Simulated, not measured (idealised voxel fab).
voxel capacitor over wiring: a process module
Cross-section cut: width 160 nm, square cells of 5 nm.
A cross-section is written here as square cells arranged in a grid, and it is given in bands from the top down, each band taking up one or more rows of cells. This entry defines a band. It first specifies the height of the band's top and the height of its bottom in nm, and then specifies the band's materials from left to right, stating each material with its width in nm. The word "everywhere" identifies a single material that fills the band from edge to edge, while the word "blank" identifies empty space. Basically, 0 is our baseline, since under it the wafer straight out of the box is all one material. The bottom band has no lower end and keeps on going down, so it looks like "0 -> down". Top row gets the first number, bottom row gets the second, and each row in between changes by the same step: that is how a band width like "30->40" works. The designation "identical to before", where it is given for a processing step, indicates that no cell of the cross-section was altered in the course of that step. "Closed void register" lists enclosed empty spaces (at least 8 cells, no open path upward to the top), each as width x height at distance from the left edge, in nm. Step line, after settings: the simulator's comment on this step. "overlay nm", when on a step's line for a step with a mask, measures how far to the right of its planned place the mask lay; a negative measure means to the left.
plan:
step 1: RECEIVE,material Si
step 2: CONFORMAL_DEP,material SiO2,thk nm 10
step 3: CONFORMAL_DEP,material SiCN,thk nm 5
step 4: DIRECTIONAL_DEP,material SiO2,thk nm 25
step 5: MASKED_ETCH,tone open,mask id METAL_1,width nm 20,pitch nm 75,etch materials SiO2,depth nm 25,overlay nm 0
step 6: MASKED_ETCH,tone open,mask id METAL_1,width nm 20,pitch nm 75,etch materials SiCN,depth nm 5,overlay nm 0
step 7: CONFORMAL_DEP,material TiN,thk nm 5
step 8: FILL_DEP,material Cu,thk nm 5
step 9: CMP,height nm 40
step 10: CONFORMAL_DEP,material SiCN,thk nm 5
step 11: DIRECTIONAL_DEP,material lowk,thk nm 20
step 12: DIRECTIONAL_DEP,material aC,thk nm 15
step 13: PATTERN,tone open,mask id PLUG_1,material resist,width nm 15,thk nm 35,overlay nm 0
step 14: DIRECTIONAL_ETCH,etch materials aC,depth nm 15
step 15: STRIP,etch materials resist
step 16: DIRECTIONAL_ETCH,etch materials lowk,depth nm 20
step 17: DIRECTIONAL_ETCH,etch materials SiCN,depth nm 5
step 18: STRIP,etch materials aC
step 19: EPI,material Ru,thk nm 10
step 20: EPI,material Ru,thk nm 10
step 21: EPI,material Ru,thk nm 5
step 22: DIRECTIONAL_DEP,material TiN,thk nm 10
step 23: DIRECTIONAL_DEP,material Al2O3,thk nm 5
step 24: DIRECTIONAL_DEP,material TiN,thk nm 5
step 25: PATTERN,tone cover,mask id UPPER_PLATE,material resist,width nm 60,thk nm 15,overlay nm 0
step 26: DIRECTIONAL_ETCH,etch materials TiN,depth nm 5
step 27: DIRECTIONAL_ETCH,etch materials Al2O3,depth nm 5
step 28: STRIP,etch materials resist
step 29: PATTERN,tone cover,mask id LOWER_PLATE,material resist,width nm 70,thk nm 15,overlay nm 0
step 30: DIRECTIONAL_ETCH,etch materials TiN,depth nm 10
step 31: STRIP,etch materials resist
step 32: FILL_DEP,material SiO2,thk nm 20
step 33: CMP,height nm 100
step 34: DIRECTIONAL_DEP,material aC,thk nm 15
step 35: PATTERN,tone open,mask id PLUG_2,material resist,width nm 15,thk nm 30,overlay nm 0
step 36: DIRECTIONAL_ETCH,etch materials aC,depth nm 15
step 37: STRIP,etch materials resist
step 38: DIRECTIONAL_ETCH,etch materials SiO2,depth nm 15
step 39: STRIP,etch materials aC
step 40: CONFORMAL_DEP,material TiN,thk nm 5
step 41: FILL_DEP,material Cu,thk nm 5
step 42: CMP,height nm 100
step 43: CONFORMAL_DEP,material SiCN,thk nm 5
Cross-section of the wafer at receipt, which is the condition after step 1:
	0 -> down = Si everywhere
	Closed void register: none
Here's the cross-section of the first of our two wafers at the end of the module - it ran as planned:
	105 -> 100 = SiCN everywhere
	100 -> 90 = SiO2 45, TiN 5, Cu 5, TiN 5, SiO2 100
	90 -> 80 = SiO2 45->35, TiN 15->60, SiO2 100->65
	80 -> 75 = SiO2 35, Al2O3 60, SiO2 65
	75 -> 65 = SiO2 30, TiN 70, SiO2 60
	65 -> 45 = lowk 35, Ru 15, lowk 110
	45 -> 40 = SiCN 35, Ru 15, SiCN 110
	40 -> 15 = SiO2 30, TiN 5, Cu 10, TiN 5, SiO2 55, TiN 5, Cu 10, TiN 5, SiO2 35
	15 -> 10 = SiCN 30, TiN 20, SiCN 55, TiN 20, SiCN 35
	10 -> 0 = SiO2 everywhere
	0 -> down = Si everywhere
	Closed void register: none
Wafer two, end of module, cross-section. Same start, same plan as wafer one. One mistake in the run:
	105 -> 100 = SiCN everywhere
	100 -> 95 = SiO2 45, TiN 5, Al2O3 45, SiO2 65
	95 -> 85 = SiO2 30, TiN 5, SiO2 10, TiN 55, SiO2 60
	85 -> 80 = lowk 35, TiN 15, lowk 110
	80 -> 75 = lowk 35, Al2O3 15, lowk 110
	75 -> 65 = lowk 35, TiN 15, lowk 110
	65 -> 45 = lowk everywhere
	45 -> 40 = SiCN everywhere
	40 -> 15 = SiO2 30, TiN 5, Cu 10, TiN 5, SiO2 55, TiN 5, Cu 10, TiN 5, SiO2 35
	15 -> 10 = SiCN 30, TiN 20, SiCN 55, TiN 20, SiCN 35
	10 -> 0 = SiO2 everywhere
	0 -> down = Si everywhere
	Closed void register: none
What broke from the plan during processing? plan step 11 was conducted twice
End check, counted in cells, second wafer has more or fewer of these materials than the first: Cu: 2 fewer; Ru: 15 fewer; SiCN: 3 more; SiO2: 101 fewer; TiN: 13 fewer; lowk: 128 more
